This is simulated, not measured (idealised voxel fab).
process module | voxel capacitor over wiring
cross-section cut | 220 nm wide | cells 5 nm
A cross-section is a grid of square cells, given in bands from the top down. A band is one or more rows of cells.
Each band's line starts with the height of the band's top and of its bottom, in nm. Then come its materials from left to right, each with its width in nm. One material with "throughout" fills the band from edge to edge. "air" is empty space.
Height 0 is the level under which the wafer as received is all one material. The lowest band goes on downwards, as in "0 down".
A width such as "30 to 40" changes by the same amount from each row of cells to the next, from the band's top row to its bottom row.
"no change" after a step means that no cell of the cross-section changed.
closed voids: empty space of 8 cells or more with no open way to the top, each as width x height at its distance from the left edge, in nm
after a step's settings: what the simulator itself notes on the step
overlay nm, on a step with a mask: how far to the right of its planned place the mask lay; to the left if negative
plan
1 op RECEIVE | material Si
2 op CONFORMAL_DEP | material SiO2 | thk nm 10
3 op DIRECTIONAL_DEP | material TiN | thk nm 5
4 op DIRECTIONAL_DEP | material W | thk nm 20
5 op MASKED_ETCH | tone cover | mask id METAL_1 | width nm 30 | pitch nm 100 | etch materials W | depth nm 20 | overlay nm 0
6 op MASKED_ETCH | tone cover | mask id METAL_1 | width nm 30 | pitch nm 100 | etch materials TiN | depth nm 5 | overlay nm 0
7 op CONFORMAL_DEP | material SiN | thk nm 5
8 op FILL_DEP | material lowk | thk nm 10
9 op CMP | height nm 35
10 op CONFORMAL_DEP | material SiCN | thk nm 5
11 op DIRECTIONAL_DEP | material lowk | thk nm 15
12 op PATTERN | tone open | mask id PLUG_1 | material resist | width nm 15 | thk nm 15 | overlay nm 0
13 op DIRECTIONAL_ETCH | etch materials lowk | depth nm 15
14 op DIRECTIONAL_ETCH | etch materials SiCN | depth nm 5
15 op STRIP | etch materials resist
16 op EPI | material Ru | thk nm 10
17 op EPI | material Ru | thk nm 10
18 op DIRECTIONAL_DEP | material TiN | thk nm 10
19 op DIRECTIONAL_DEP | material Al2O3 | thk nm 5
20 op DIRECTIONAL_DEP | material TiN | thk nm 5
21 op MASKED_ETCH | tone cover | mask id UPPER_PLATE | width nm 75 | etch materials TiN | depth nm 5 | overlay nm 0
22 op MASKED_ETCH | tone cover | mask id UPPER_PLATE | width nm 75 | etch materials Al2O3 | depth nm 5 | overlay nm -15
23 op MASKED_ETCH | tone cover | mask id LOWER_PLATE | width nm 85 | etch materials TiN | depth nm 10 | overlay nm 0
24 op FILL_DEP | material SiO2 | thk nm 15
25 op CMP | height nm 85
26 op MASKED_ETCH | tone open | mask id PLUG_2 | width nm 15 | etch materials SiO2 | depth nm 10 | overlay nm 0
27 op CONFORMAL_DEP | material TiN | thk nm 5
28 op FILL_DEP | material W | thk nm 10
29 op CMP | height nm 85
30 op CONFORMAL_DEP | material SiN | thk nm 5
varied across the wafers: overlay nm of step 22. The plan shows the first wafer's value. All wafers start alike
first wafer as received, after step 1
  0 down: Si throughout
  closed voids: none
first wafer at the end, after step 30
  90 to 85: SiN throughout
  85 to 80: SiO2 70 | TiN 5 | W 5 | TiN 5 | SiO2 135
  80 to 70: SiO2 70 to 60 | TiN 15 to 75 | SiO2 135 to 85
  70 to 65: SiO2 45 | Al2O3 90 | SiO2 85
  65 to 55: SiO2 45 | TiN 95 | SiO2 80
  55 to 40: lowk 60 | Ru 15 | lowk 145
  40 to 35: SiCN 60 | Ru 15 | SiCN 145
  35 to 15: lowk 40 | SiN 5 | W 30 | SiN 5 | lowk 60 | SiN 5 | W 30 | SiN 5 | lowk 40
  15 to 10: SiN 45 | TiN 30 | SiN 70 | TiN 30 | SiN 45
  10 to 0: SiO2 throughout
  0 down: Si throughout
  closed voids: none
last wafer at the end
  90 to 85: SiN throughout
  85 to 80: SiO2 70 | TiN 5 | W 5 | TiN 5 | SiO2 135
  80 to 70: SiO2 70 to 60 | TiN 15 to 75 | SiO2 135 to 85
  70 to 65: SiO2 60 | Al2O3 90 | SiO2 70
  65 to 55: SiO2 55 | TiN 95 | SiO2 70
  55 to 40: lowk 60 | Ru 15 | lowk 145
  40 to 35: SiCN 60 | Ru 15 | SiCN 145
  35 to 15: lowk 40 | SiN 5 | W 30 | SiN 5 | lowk 60 | SiN 5 | W 30 | SiN 5 | lowk 40
  15 to 10: SiN 45 | TiN 30 | SiN 70 | TiN 30 | SiN 45
  10 to 0: SiO2 throughout
  0 down: Si throughout
  closed voids: none
each wafer at the end: cells of each material gained (+) or lost (-) since it was received, then its closed voids
overlay nm -15 | +18 Al2O3 | +12 Ru | +41 SiCN | +92 SiN | +275 SiO2 | +70 TiN | +49 W | +235 lowk | closed voids: none
overlay nm -10 | +17 Al2O3 | +12 Ru | +41 SiCN | +92 SiN | +278 SiO2 | +68 TiN | +49 W | +235 lowk | closed voids: none
overlay nm -5 | +16 Al2O3 | +12 Ru | +41 SiCN | +92 SiN | +281 SiO2 | +66 TiN | +49 W | +235 lowk | closed voids: none
overlay nm 0 | +15 Al2O3 | +12 Ru | +41 SiCN | +92 SiN | +282 SiO2 | +66 TiN | +49 W | +235 lowk | closed voids: none
overlay nm 5 | +16 Al2O3 | +12 Ru | +41 SiCN | +92 SiN | +281 SiO2 | +66 TiN | +49 W | +235 lowk | closed voids: none
overlay nm 10 | +17 Al2O3 | +12 Ru | +41 SiCN | +92 SiN | +278 SiO2 | +68 TiN | +49 W | +235 lowk | closed voids: none
overlay nm 15 | +18 Al2O3 | +12 Ru | +41 SiCN | +92 SiN | +275 SiO2 | +70 TiN | +49 W | +235 lowk | closed voids: none
